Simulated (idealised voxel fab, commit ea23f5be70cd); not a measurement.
This is a process module. Its name is voxel quadruple lines.
The figure presents cross-section cut, which has a width of 265 nm and is divided into square cells with an edge length of 5 nm.
Cross-section spec: square-cell grid; bands listed top down; each band is one or more rows.
Heads up on the band format: heights come first, top then bottom, in nm. After that it's the materials left to right, each with its width in nm. A single material flagged "edge to edge" fills the whole band edge to edge, and "blank" means there's empty space there.
All heights in this document are referenced to 0, defined as the level beneath which the wafer, as received, consists entirely of one material. The lowest band is not bounded below; it extends indefinitely downward and is written in the form "from 0 down".
Per-row width for "30 to 40": begins at first number (top row of band), ends at second number (bottom row), increment between rows held constant.
"nothing different" after a step means that no cell of the cross-section changed.
Closed empty spaces (no open way to the top) of 8 cells or more are what "Fully enclosed voids" lists, each as width x height at distance from the left edge, nm for all three.
Post-settings text on a step line: simulator's own remark regarding the step.
"overlay nm" on a masked step: distance the mask lay right of its planned place, negative for left.
Process steps (planned):
1. RECEIVE [material Si]
2. CONFORMAL_DEP [material SiO2] [thk nm 10]
3. DIRECTIONAL_DEP [material Ru] [thk nm 15]
4. DIRECTIONAL_DEP [material polySi] [thk nm 20]
5. DIRECTIONAL_DEP [material aC] [thk nm 25]
6. PATTERN [tone cover] [mask id MANDREL] [material resist] [width nm 25] [thk nm 35] [overlay nm 0]
7. DIRECTIONAL_ETCH [etch materials aC] [depth nm 25]
8. STRIP [etch materials resist]
9. CONFORMAL_DEP [material SiO2] [thk nm 15]
10. DIRECTIONAL_ETCH [etch materials SiO2] [depth nm 15]
11. STRIP [etch materials aC]
12. DIRECTIONAL_ETCH [etch materials polySi] [depth nm 20]
13. STRIP [etch materials SiO2]
14. CONFORMAL_DEP [material SiN] [thk nm 5]
15. DIRECTIONAL_ETCH [etch materials SiN] [depth nm 5]
16. STRIP [etch materials polySi]
17. DIRECTIONAL_ETCH [etch materials Ru] [depth nm 15]
18. STRIP [etch materials SiN]
Account of the first of two wafers, which was processed as intended:
Wafer at receipt (post step 1), cross-section:
- from 0 down | Si edge to edge
- Fully enclosed voids: none
Take a look at the wafer's cross-section after step 2:
- from 10 to 0 | SiO2 edge to edge
- Unchanged below 0.
Take a look at the wafer's cross-section after step 3:
- from 25 to 10 | Ru edge to edge
- Unchanged below 10.
Take a look at the wafer's cross-section after step 4:
- from 45 to 25 | polySi edge to edge
- Unchanged below 25.
Take a look at the wafer's cross-section after step 5:
- from 70 to 45 | aC edge to edge
- Unchanged below 45.
Take a look at the wafer's cross-section after step 6:
- from 105 to 70 | blank 120; resist 25; blank 120
- Unchanged below 70.
Take a look at the wafer's cross-section after step 7:
- from 80 to 70 | blank 120; resist 25; blank 120
- from 70 to 45 | blank 120; aC 25; blank 120
- Unchanged below 45.
Take a look at the wafer's cross-section after step 8:
- from 70 to 45 | blank 120; aC 25; blank 120
- Unchanged below 45.
Take a look at the wafer's cross-section after step 9:
- from 85 to 70 | blank 105; SiO2 55; blank 105
- from 70 to 60 | blank 105; SiO2 15; aC 25; SiO2 15; blank 105
- from 60 to 45 | SiO2 120; aC 25; SiO2 120
- Unchanged below 45.
Take a look at the wafer's cross-section after step 10:
- from 70 to 45 | blank 105; SiO2 15; aC 25; SiO2 15; blank 105
- Unchanged below 45.
Take a look at the wafer's cross-section after step 11:
- from 70 to 45 | blank 105; SiO2 15; blank 25; SiO2 15; blank 105
- Unchanged below 45.
Take a look at the wafer's cross-section after step 12:
- from 70 to 45 | blank 105; SiO2 15; blank 25; SiO2 15; blank 105
- from 45 to 25 | blank 105; polySi 15; blank 25; polySi 15; blank 105
- Unchanged below 25.
Take a look at the wafer's cross-section after step 13:
- from 45 to 25 | blank 105; polySi 15; blank 25; polySi 15; blank 105
- Unchanged below 25.
Take a look at the wafer's cross-section after step 14:
- from 50 to 45 | blank 100; SiN 25; blank 15; SiN 25; blank 100
- from 45 to 30 | blank 100; SiN 5; polySi 15; SiN 5; blank 15; SiN 5; polySi 15; SiN 5; blank 100
- from 30 to 25 | SiN 105; polySi 15; SiN 25; polySi 15; SiN 105
- Unchanged below 25.
Take a look at the wafer's cross-section after step 15:
- from 45 to 25 | blank 100; SiN 5; polySi 15; SiN 5; blank 15; SiN 5; polySi 15; SiN 5; blank 100
- Unchanged below 25.
Take a look at the wafer's cross-section after step 16:
- from 45 to 25 | blank 100; SiN 5; blank 15; SiN 5; blank 15; SiN 5; blank 15; SiN 5; blank 100
- Unchanged below 25.
Take a look at the wafer's cross-section after step 17:
- from 45 to 25 | blank 100; SiN 5; blank 15; SiN 5; blank 15; SiN 5; blank 15; SiN 5; blank 100
- from 25 to 10 | blank 100; Ru 5; blank 15; Ru 5; blank 15; Ru 5; blank 15; Ru 5; blank 100
- Unchanged below 10.
Take a look at the wafer's cross-section after step 18:
- from 25 to 10 | blank 100; Ru 5; blank 15; Ru 5; blank 15; Ru 5; blank 15; Ru 5; blank 100
- Unchanged below 10.
Second of two: same start, same plan, one run error; steps up to and including 5 match the first:
The second wafer cut through, at the time step 6 was supposed to be finished:
- from 105 to 70 | blank 125; resist 25; blank 115
- Unchanged below 70.
The second wafer cut through, at the time step 7 was supposed to be finished:
- from 80 to 70 | blank 125; resist 25; blank 115
- from 70 to 45 | blank 125; aC 25; blank 115
- Unchanged below 45.
The second wafer cut through, at the time step 8 was supposed to be finished:
- from 70 to 45 | blank 125; aC 25; blank 115
- Unchanged below 45.
The second wafer cut through, at the time step 9 was supposed to be finished:
- from 85 to 70 | blank 110; SiO2 55; blank 100
- from 70 to 60 | blank 110; SiO2 15; aC 25; SiO2 15; blank 100
- from 60 to 45 | SiO2 125; aC 25; SiO2 115
- Unchanged below 45.
The second wafer cut through, at the time step 10 was supposed to be finished:
- from 70 to 45 | blank 110; SiO2 15; aC 25; SiO2 15; blank 100
- Unchanged below 45.
The second wafer cut through, at the time step 11 was supposed to be finished:
- from 70 to 45 | blank 110; SiO2 15; blank 25; SiO2 15; blank 100
- Unchanged below 45.
The second wafer cut through, at the time step 12 was supposed to be finished:
- from 70 to 45 | blank 110; SiO2 15; blank 25; SiO2 15; blank 100
- from 45 to 25 | blank 110; polySi 15; blank 25; polySi 15; blank 100
- Unchanged below 25.
The second wafer cut through, at the time step 13 was supposed to be finished:
- from 45 to 25 | blank 110; polySi 15; blank 25; polySi 15; blank 100
- Unchanged below 25.
The second wafer cut through, at the time step 14 was supposed to be finished:
- from 50 to 45 | blank 105; SiN 25; blank 15; SiN 25; blank 95
- from 45 to 30 | blank 105; SiN 5; polySi 15; SiN 5; blank 15; SiN 5; polySi 15; SiN 5; blank 95
- from 30 to 25 | SiN 110; polySi 15; SiN 25; polySi 15; SiN 100
- Unchanged below 25.
The second wafer cut through, at the time step 15 was supposed to be finished:
- from 45 to 25 | blank 105; SiN 5; polySi 15; SiN 5; blank 15; SiN 5; polySi 15; SiN 5; blank 95
- Unchanged below 25.
The second wafer cut through, at the time step 16 was supposed to be finished:
- from 45 to 25 | blank 105; SiN 5; blank 15; SiN 5; blank 15; SiN 5; blank 15; SiN 5; blank 95
- Unchanged below 25.
The second wafer cut through, at the time step 17 was supposed to be finished:
- from 45 to 25 | blank 105; SiN 5; blank 15; SiN 5; blank 15; SiN 5; blank 15; SiN 5; blank 95
- from 25 to 10 | blank 105; Ru 5; blank 15; Ru 5; blank 15; Ru 5; blank 15; Ru 5; blank 95
- Unchanged below 10.
The second wafer cut through, at the time step 18 was supposed to be finished:
- from 25 to 10 | blank 105; Ru 5; blank 15; Ru 5; blank 15; Ru 5; blank 15; Ru 5; blank 95
- Unchanged below 10.
Which mistake was made when the wafer was run? in deviation from the planned setting, step 6 was conducted as PATTERN [tone cover] [mask id MANDREL] [material resist] [width nm 25] [thk nm 35] [overlay nm 5]
Both wafers, final: cells per material equal; arrangement not.
